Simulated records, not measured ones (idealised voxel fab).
This is a process module. Its name is voxel double patterning.
In the cross-section labelled cut, the width is 150 nm and each square cell is 5 nm.
Square cells in a grid make up a cross-section in this document, and the grid is given as bands, listed from the top down, each one or more rows of cells. Look at the band entry: it leads with the top's height and the bottom's height in nm. Then it lists the materials left to right, with a width in nm for each. The word "full width" on a single material says that material fills the band edge to edge. The word "empty" is empty space. Where do heights start? At 0: under that level the wafer as delivered is made of one material only. And the lowest band has no floor; it just carries on downward, as in "0 and below". Think of "30->40" as a width that walks from the first number to the second as you go down the band, top row to bottom row, taking equal-sized steps from row to row. You'll sometimes find "changes: none" written for a step, and that's the way of saying that nowhere in the cross-section did a cell change during that step. What "Fully closed voids" gives you is every empty space of 8 cells or more that is cut off from the top. Each appears as width x height at distance, with the distance taken from the left edge and width, height and distance all in nm. On a step's line, text after the settings is the simulator commenting on that step. "overlay nm", when on a step's line for a step with a mask, measures how far to the right of its planned place the mask lay; a negative measure means to the left.
Steps in the process plan:
step 1: RECEIVE: material Si
step 2: CONFORMAL_DEP: material SiN, thk nm 5
step 3: DIRECTIONAL_DEP: material SiO2, thk nm 15
step 4: DIRECTIONAL_DEP: material SiCN, thk nm 10
step 5: PATTERN: tone open, mask id FIRST, material resist, width nm 15, pitch nm 50, thk nm 20, overlay nm 0
step 6: DIRECTIONAL_ETCH: etch materials SiCN, depth nm 10
step 7: STRIP: etch materials resist
step 8: MASKED_ETCH: tone open, mask id SECOND, width nm 15, etch materials SiCN, depth nm 10, overlay nm 0
step 9: DIRECTIONAL_ETCH: etch materials SiO2, depth nm 15
step 10: STRIP: etch materials SiCN
Wafer cross-section on receipt, i.e. after step 1:
> 0 and below = Si full width
> Fully closed voids: none
First of two wafers at the end of the module, shown in cross-section; run carried out as planned:
> 20 down to 5 = SiO2 40 nm, empty 15 nm, SiO2 10 nm, empty 15 nm, SiO2 10 nm, empty 15 nm, SiO2 45 nm
> 5 down to 0 = SiN full width
> 0 and below = Si full width
> Fully closed voids: none
Cross-section, wafer two of two, end of module: same start and plan as wafer one, one error in execution:
> 20 down to 5 = SiO2 40 nm, empty 15 nm, SiO2 5 nm, empty 25 nm, SiO2 5 nm, empty 15 nm, SiO2 45 nm
> 5 down to 0 = SiN full width
> 0 and below = Si full width
> Fully closed voids: none
Here's what went sideways: in deviation from the planned setting, step 8 was conducted as MASKED_ETCH: tone open, mask id SECOND, width nm 25, etch materials SiCN, depth nm 10, overlay nm 0
Final difference in cells, second wafer against first, listed per material as more or fewer: SiO2: 6 fewer
